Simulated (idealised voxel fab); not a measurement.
process module | voxel wiring stack
cross-section cut | 160 nm wide | cells 5 nm
A cross-section is a grid of square cells, given in bands from the top down. A band is one or more rows of cells.
Each band's line starts with the height of the band's top and of its bottom, in nm. Then come its materials from left to right, each with its width in nm. One material with "throughout" fills the band from edge to edge. "air" is empty space.
Height 0 is the level under which the wafer as received is all one material. The lowest band goes on downwards, as in "0 down".
A width such as "30 to 40" changes by the same amount from each row of cells to the next, from the band's top row to its bottom row.
"no change" after a step means that no cell of the cross-section changed.
closed voids: empty space of 8 cells or more with no open way to the top, each as width x height at its distance from the left edge, in nm
after a step's settings: what the simulator itself notes on the step
overlay nm, on a step with a mask: how far to the right of its planned place the mask lay; to the left if negative
plan
1 op RECEIVE | material Si
2 op CONFORMAL_DEP | material SiO2 | thk nm 15
3 op DIRECTIONAL_DEP | material TiN | thk nm 5
4 op DIRECTIONAL_DEP | material W | thk nm 15
5 op DIRECTIONAL_DEP | material aC | thk nm 10
6 op PATTERN | tone cover | mask id METAL_1 | material resist | width nm 20 | pitch nm 45 | thk nm 25 | overlay nm 0
7 op DIRECTIONAL_ETCH | etch materials aC | depth nm 10
8 op STRIP | etch materials resist
9 op DIRECTIONAL_ETCH | etch materials W | depth nm 15
10 op DIRECTIONAL_ETCH | etch materials TiN | depth nm 5
11 op STRIP | etch materials aC
12 op CONFORMAL_DEP | material SiN | thk nm 5
13 op FILL_DEP | material lowk | thk nm 10
14 op CMP | height nm 35
15 op CONFORMAL_DEP | material SiCN | thk nm 5
16 op DIRECTIONAL_DEP | material lowk | thk nm 20
17 op PATTERN | tone open | mask id PLUG_1 | material resist | width nm 15 | thk nm 15 | overlay nm 0
18 op DIRECTIONAL_ETCH | etch materials lowk | depth nm 20
19 op DIRECTIONAL_ETCH | etch materials SiCN | depth nm 5
20 op STRIP | etch materials resist
21 op CONFORMAL_DEP | material TiN | thk nm 5
22 op FILL_DEP | material W | thk nm 5
23 op CMP | height nm 60
24 op CONFORMAL_DEP | material SiN | thk nm 5
25 op DIRECTIONAL_DEP | material lowk | thk nm 20
26 op PATTERN | tone open | mask id METAL_2 | material resist | width nm 20 | pitch nm 45 | thk nm 15 | overlay nm 0
27 op DIRECTIONAL_ETCH | etch materials lowk | depth nm 20
28 op DIRECTIONAL_ETCH | etch materials SiN | depth nm 5
29 op STRIP | etch materials resist
30 op CONFORMAL_DEP | material TiN | thk nm 5
31 op FILL_DEP | material Ru | thk nm 5
32 op CMP | height nm 85
33 op CONFORMAL_DEP | material SiCN | thk nm 5
34 op DIRECTIONAL_DEP | material lowk | thk nm 10
35 op MASKED_ETCH | tone open | mask id PLUG_2 | width nm 15 | pitch nm 45 | etch materials lowk | depth nm 10 | overlay nm 0
36 op MASKED_ETCH | tone open | mask id PLUG_2 | width nm 15 | pitch nm 45 | etch materials SiCN | depth nm 5 | overlay nm 0
37 op EPI | material Ru | thk nm 10
38 op EPI | material Ru | thk nm 5
39 op CONFORMAL_DEP | material SiCN | thk nm 5
40 op DIRECTIONAL_DEP | material SiO2 | thk nm 20
41 op PATTERN | tone open | mask id METAL_3 | material resist | width nm 20 | pitch nm 45 | thk nm 20 | overlay nm 0
42 op DIRECTIONAL_ETCH | etch materials SiO2 | depth nm 20
43 op DIRECTIONAL_ETCH | etch materials SiCN | depth nm 5
44 op STRIP | etch materials resist
45 op CONFORMAL_DEP | material TiN | thk nm 5
46 op FILL_DEP | material Cu | thk nm 5
47 op CMP | height nm 125
48 op EPI | material Ru | thk nm 5
49 op FILL_DEP | material SiCN | thk nm 5
first wafer, as planned
as received, after step 1
  0 down: Si throughout
  closed voids: none
after step 2
  15 to 0: SiO2 throughout
  below 0: unchanged
after step 3
  20 to 15: TiN throughout
  below 15: unchanged
after step 4
  35 to 20: W throughout
  below 20: unchanged
after step 5
  45 to 35: aC throughout
  below 35: unchanged
after step 6
  70 to 45: air 45 | resist 20 | air 25 | resist 20 | air 50
  below 45: unchanged
after step 7
  60 to 45: air 45 | resist 20 | air 25 | resist 20 | air 50
  45 to 35: air 45 | aC 20 | air 25 | aC 20 | air 50
  below 35: unchanged
after step 8
  45 to 35: air 45 | aC 20 | air 25 | aC 20 | air 50
  below 35: unchanged
after step 9
  45 to 35: air 45 | aC 20 | air 25 | aC 20 | air 50
  35 to 20: air 45 | W 20 | air 25 | W 20 | air 50
  below 20: unchanged
after step 10
  45 to 35: air 45 | aC 20 | air 25 | aC 20 | air 50
  35 to 20: air 45 | W 20 | air 25 | W 20 | air 50
  20 to 15: air 45 | TiN 20 | air 25 | TiN 20 | air 50
  below 15: unchanged
after step 11
  35 to 20: air 45 | W 20 | air 25 | W 20 | air 50
  below 20: unchanged
after step 12
  40 to 35: air 40 | SiN 30 | air 15 | SiN 30 | air 45
  35 to 20: air 40 | SiN 5 | W 20 | SiN 5 | air 15 | SiN 5 | W 20 | SiN 5 | air 45
  20 to 15: SiN 45 | TiN 20 | SiN 25 | TiN 20 | SiN 50
  below 15: unchanged
after step 13
  50 to 40: lowk throughout
  40 to 35: lowk 40 | SiN 30 | lowk 15 | SiN 30 | lowk 45
  35 to 20: lowk 40 | SiN 5 | W 20 | SiN 5 | lowk 15 | SiN 5 | W 20 | SiN 5 | lowk 45
  below 20: unchanged
after step 14
  35 to 20: lowk 40 | SiN 5 | W 20 | SiN 5 | lowk 15 | SiN 5 | W 20 | SiN 5 | lowk 45
  below 20: unchanged
after step 15
  40 to 35: SiCN throughout
  below 35: unchanged
after step 16
  60 to 40: lowk throughout
  below 40: unchanged
after step 17
  75 to 60: resist 45 | air 15 | resist 100
  below 60: unchanged
after step 18
  75 to 60: resist 45 | air 15 | resist 100
  60 to 40: lowk 45 | air 15 | lowk 100
  below 40: unchanged
after step 19
  75 to 60: resist 45 | air 15 | resist 100
  60 to 40: lowk 45 | air 15 | lowk 100
  40 to 35: SiCN 45 | air 15 | SiCN 100
  below 35: unchanged
after step 20
  60 to 40: lowk 45 | air 15 | lowk 100
  below 40: unchanged
after step 21
  65 to 60: TiN 50 | air 5 | TiN 105
  60 to 40: lowk 45 | TiN 5 | air 5 | TiN 5 | lowk 100
  40 to 35: SiCN 45 | TiN 15 | SiCN 100
  below 35: unchanged
after step 22
  70 to 65: W throughout
  65 to 60: TiN 50 | W 5 | TiN 105
  60 to 40: lowk 45 | TiN 5 | W 5 | TiN 5 | lowk 100
  below 40: unchanged
after step 23
  60 to 40: lowk 45 | TiN 5 | W 5 | TiN 5 | lowk 100
  below 40: unchanged
after step 24
  65 to 60: SiN throughout
  below 60: unchanged
after step 25
  85 to 65: lowk throughout
  below 65: unchanged
after step 26
  100 to 85: resist 45 | air 20 | resist 25 | air 20 | resist 50
  below 85: unchanged
after step 27
  100 to 85: resist 45 | air 20 | resist 25 | air 20 | resist 50
  85 to 65: lowk 45 | air 20 | lowk 25 | air 20 | lowk 50
  below 65: unchanged
after step 28
  100 to 85: resist 45 | air 20 | resist 25 | air 20 | resist 50
  85 to 65: lowk 45 | air 20 | lowk 25 | air 20 | lowk 50
  65 to 60: SiN 45 | air 20 | SiN 25 | air 20 | SiN 50
  below 60: unchanged
after step 29
  85 to 65: lowk 45 | air 20 | lowk 25 | air 20 | lowk 50
  below 65: unchanged
after step 30
  90 to 85: TiN 50 | air 10 | TiN 35 | air 10 | TiN 55
  85 to 65: lowk 45 | TiN 5 | air 10 | TiN 5 | lowk 25 | TiN 5 | air 10 | TiN 5 | lowk 50
  65 to 60: SiN 45 | TiN 20 | SiN 25 | TiN 20 | SiN 50
  below 60: unchanged
after step 31
  95 to 90: Ru throughout
  90 to 85: TiN 50 | Ru 10 | TiN 35 | Ru 10 | TiN 55
  85 to 65: lowk 45 | TiN 5 | Ru 10 | TiN 5 | lowk 25 | TiN 5 | Ru 10 | TiN 5 | lowk 50
  below 65: unchanged
after step 32
  85 to 65: lowk 45 | TiN 5 | Ru 10 | TiN 5 | lowk 25 | TiN 5 | Ru 10 | TiN 5 | lowk 50
  below 65: unchanged
after step 33
  90 to 85: SiCN throughout
  below 85: unchanged
after step 34
  100 to 90: lowk throughout
  below 90: unchanged
after step 35
  100 to 90: lowk 45 | air 15 | lowk 30 | air 15 | lowk 55
  below 90: unchanged
after step 36
  100 to 90: lowk 45 | air 15 | lowk 30 | air 15 | lowk 55
  90 to 85: SiCN 45 | air 15 | SiCN 30 | air 15 | SiCN 55
  below 85: unchanged
after step 37
  100 to 95: lowk 45 | air 15 | lowk 30 | air 15 | lowk 55
  95 to 90: lowk 45 | Ru 15 | lowk 30 | Ru 15 | lowk 55
  90 to 85: SiCN 45 | Ru 15 | SiCN 30 | Ru 15 | SiCN 55
  below 85: unchanged
after step 38
  100 to 90: lowk 45 | Ru 15 | lowk 30 | Ru 15 | lowk 55
  below 90: unchanged
after step 39
  105 to 100: SiCN throughout
  below 100: unchanged
after step 40
  125 to 105: SiO2 throughout
  below 105: unchanged
after step 41
  145 to 125: resist 45 | air 20 | resist 25 | air 20 | resist 50
  below 125: unchanged
after step 42
  145 to 125: resist 45 | air 20 | resist 25 | air 20 | resist 50
  125 to 105: SiO2 45 | air 20 | SiO2 25 | air 20 | SiO2 50
  below 105: unchanged
after step 43
  145 to 125: resist 45 | air 20 | resist 25 | air 20 | resist 50
  125 to 105: SiO2 45 | air 20 | SiO2 25 | air 20 | SiO2 50
  105 to 100: SiCN 45 | air 20 | SiCN 25 | air 20 | SiCN 50
  below 100: unchanged
after step 44
  125 to 105: SiO2 45 | air 20 | SiO2 25 | air 20 | SiO2 50
  below 105: unchanged
after step 45
  130 to 125: TiN 50 | air 10 | TiN 35 | air 10 | TiN 55
  125 to 105: SiO2 45 | TiN 5 | air 10 | TiN 5 | SiO2 25 | TiN 5 | air 10 | TiN 5 | SiO2 50
  105 to 100: SiCN 45 | TiN 20 | SiCN 25 | TiN 20 | SiCN 50
  below 100: unchanged
after step 46
  135 to 130: Cu throughout
  130 to 125: TiN 50 | Cu 10 | TiN 35 | Cu 10 | TiN 55
  125 to 105: SiO2 45 | TiN 5 | Cu 10 | TiN 5 | SiO2 25 | TiN 5 | Cu 10 | TiN 5 | SiO2 50
  below 105: unchanged
after step 47
  125 to 105: SiO2 45 | TiN 5 | Cu 10 | TiN 5 | SiO2 25 | TiN 5 | Cu 10 | TiN 5 | SiO2 50
  below 105: unchanged
after step 48
  130 to 125: air 40 | Ru 30 | air 15 | Ru 30 | air 45
  below 125: unchanged
after step 49
  135 to 130: SiCN throughout
  130 to 125: SiCN 40 | Ru 30 | SiCN 15 | Ru 30 | SiCN 45
  below 125: unchanged
second wafer: like start, like plan, one mistake. Through step 48 it matches the first wafer
when step 49 should have ended
  135 to 130: Cu throughout
  130 to 125: Cu 40 | Ru 30 | Cu 15 | Ru 30 | Cu 45
  below 125: unchanged
what went wrong: step 49 ran as: op FILL_DEP | material Cu | thk nm 5
at the end the second wafer has, in cells: 52 more of Cu | 52 fewer of SiCN
